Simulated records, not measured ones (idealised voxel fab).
Process module heading - voxel double patterning
Section shown: cut. Width: 240 nm. Cell size: 5 nm, square.
Cross-sections here: square-cell grids, written as top-down lists of bands, a band being one or more rows of cells. Look at the band entry: it leads with the top's height and the bottom's height in nm. Then it lists the materials left to right, with a width in nm for each. The word "everywhere" on a single material says that material fills the band edge to edge. The word "air" is empty space. Heights from 0 (as-received wafer is one material below). Bottom band endless downward, as "0 nm and below". Graded width ("30..40"): value in top row of band = first number; value in bottom row = second number; row-to-row change constant. Basically "stayed the same" means that step didn't change any cell in the cross-section. If an empty space has no open way to the top and is at least 8 cells in size, "Voids, sealed" lists it, written width x height at distance, where distance is measured from the left edge and every value is in nm. Whatever follows a step's settings on its line is a remark the simulator itself makes about that step. "overlay nm" answers the question of how far to the right of plan the mask lay on a step that has a mask, and when it is negative the answer is to the left.
# The planned process steps are enumerated hereunder
1,RECEIVE | material Si
2,CONFORMAL_DEP | material SiO2 | thk nm 10
3,DIRECTIONAL_DEP | material W | thk nm 15
4,DIRECTIONAL_DEP | material SiCN | thk nm 5
5,PATTERN | tone open | mask id FIRST | material resist | width nm 15 | pitch nm 50 | thk nm 15 | overlay nm 0
6,DIRECTIONAL_ETCH | etch materials SiCN | depth nm 5
7,STRIP | etch materials resist
8,MASKED_ETCH | tone open | mask id SECOND | width nm 15 | pitch nm 50 | etch materials SiCN | depth nm 5 | overlay nm 0
9,DIRECTIONAL_ETCH | etch materials W | depth nm 15
10,STRIP | etch materials SiCN
# Cross-section of the wafer upon arrival, representing the state reached after step 1
    0 nm and below | Si everywhere
    Voids, sealed: none
# Here's the wafer cut in cross-section after the module, started and planned just like above, except one thing was done wrong in the run
    25 nm to 10 nm | 60 W | 15 air | 10 W | 15 air | 10 W | 15 air | 10 W | 15 air | 10 W | 15 air | 65 W
    10 nm to 0 nm | W everywhere
    0 nm and below | Si everywhere
    Voids, sealed: none
Misprocessing identified: step 2 was run on a setting that differed from the plan, and what really ran there is CONFORMAL_DEP | material W | thk nm 10
